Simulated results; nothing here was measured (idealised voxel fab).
Name of the process module below: voxel air gaps
The width of the displayed cross-section, cut, is 205 nm; its cells are square, with a size of 5 nm.
The cross-sections in this document take the form of a grid made of square cells. They are written out as bands, in order from top to bottom. Each band consists of one or more rows of cells.
Within each band entry, the heights of the top and of the bottom of the band appear first, in that order and in nm; the materials of the band then follow from left to right, each with its corresponding width in nm. The designation "edge to edge" on a single material indicates that it fills the band from edge to edge; the designation "empty" indicates empty space.
We count height from 0. Below that, the starting wafer is all one material. The lowest band never ends at the bottom but goes on down; see "0..down" for how that is written.
Read "30->40" as a graded width: first number on top, second number at the bottom, same change between each pair of neighbouring rows.
Given "nothing was modified" for a step, no cell of the cross-section differs between before and after that step.
The label "Closed void list" introduces a list of the empty spaces, 8 cells or larger, that have no open way up to the top; each entry in it reads width x height at distance, where the distance is taken from the left edge and all three are stated in nm.
It should be noted that, on the line of a given step, the content following the step's settings is a remark produced by the simulator itself with respect to that step.
overlay nm: step with mask; distance mask lay right of planned place; negative value = left of planned place.

The planned process steps are enumerated hereunder:
1 RECEIVE: material Si
2 CONFORMAL_DEP: material SiO2, thk nm 15
3 CONFORMAL_DEP: material SiN, thk nm 5
4 DIRECTIONAL_DEP: material lowk, thk nm 40
5 MASKED_ETCH: tone open, mask id LINES, width nm 25, pitch nm 55, etch materials lowk, depth nm 40, overlay nm 0
6 CONFORMAL_DEP: material TiN, thk nm 5
7 FILL_DEP: material Ru, thk nm 5
8 CMP: height nm 60
9 EPI: material Ru, thk nm 10
10 SELECTIVE_ETCH: etch materials lowk, depth nm 50
11 CONFORMAL_DEP: material SiCN, thk nm 5

Here's what the wafer looked like in cross-section when it arrived - that's after step 1:
	0..down | Si edge to edge
	Closed void list: none

Cross-sectional image of the first of two wafers at the end of the module, the run having proceeded as planned:
	75..70 | empty (20); SiCN (165); empty (20)
	70..60 | empty (20); SiCN (5); Ru (45); SiCN (10); Ru (45); SiCN (10); Ru (45); SiCN (5); empty (20)
	60..55 | empty (20); SiCN (15); TiN (5); Ru (15); TiN (5); SiCN (30); TiN (5); Ru (15); TiN (5); SiCN (30); TiN (5); Ru (15); TiN (5); SiCN (15); empty (20)
	55..25 | empty (30); SiCN (5); TiN (5); Ru (15); TiN (5); SiCN (5); empty (20); SiCN (5); TiN (5); Ru (15); TiN (5); SiCN (5); empty (20); SiCN (5); TiN (5); Ru (15); TiN (5); SiCN (5); empty (30)
	25..20 | SiCN (35); TiN (25); SiCN (30); TiN (25); SiCN (30); TiN (25); SiCN (35)
	20..15 | SiN edge to edge
	15..0 | SiO2 edge to edge
	0..down | Si edge to edge
	Closed void list: 20 x 30 at 65; 20 x 30 at 120

Here's the second of our two wafers sectioned at module end. Same start as the first, same plan, but one mistake got made running it:
	75..70 | SiCN edge to edge
	70..60 | Ru (45); SiCN (5); Ru (50); SiCN (5); Ru (50); SiCN (5); Ru (45)
	60..55 | Ru (30); TiN (5); SiCN (25); TiN (5); Ru (20); TiN (5); SiCN (25); TiN (5); Ru (20); TiN (5); SiCN (25); TiN (5); Ru (30)
	55..25 | Ru (30); TiN (5); SiCN (5); empty (15); SiCN (5); TiN (5); Ru (20); TiN (5); SiCN (5); empty (15); SiCN (5); TiN (5); Ru (20); TiN (5); SiCN (5); empty (15); SiCN (5); TiN (5); Ru (30)
	25..20 | TiN (35); SiCN (25); TiN (30); SiCN (25); TiN (30); SiCN (25); TiN (35)
	20..15 | SiN edge to edge
	15..0 | SiO2 edge to edge
	0..down | Si edge to edge
	Closed void list: 15 x 30 at 40; 15 x 30 at 95; 15 x 30 at 150
Short version of what went wrong: it should be noted that step 5 was executed with settings other than those planned, the operation and settings actually applied being MASKED_ETCH: tone cover, mask id LINES, width nm 25, pitch nm 55, etch materials lowk, depth nm 40, overlay nm 0
Heads up, by the end the second wafer has more or fewer cells of some materials compared to the first: 99 more of Ru | 12 fewer of SiCN | 11 more of TiN
Long story short, the first wafer ends with 2 closed voids and the second one with 3.
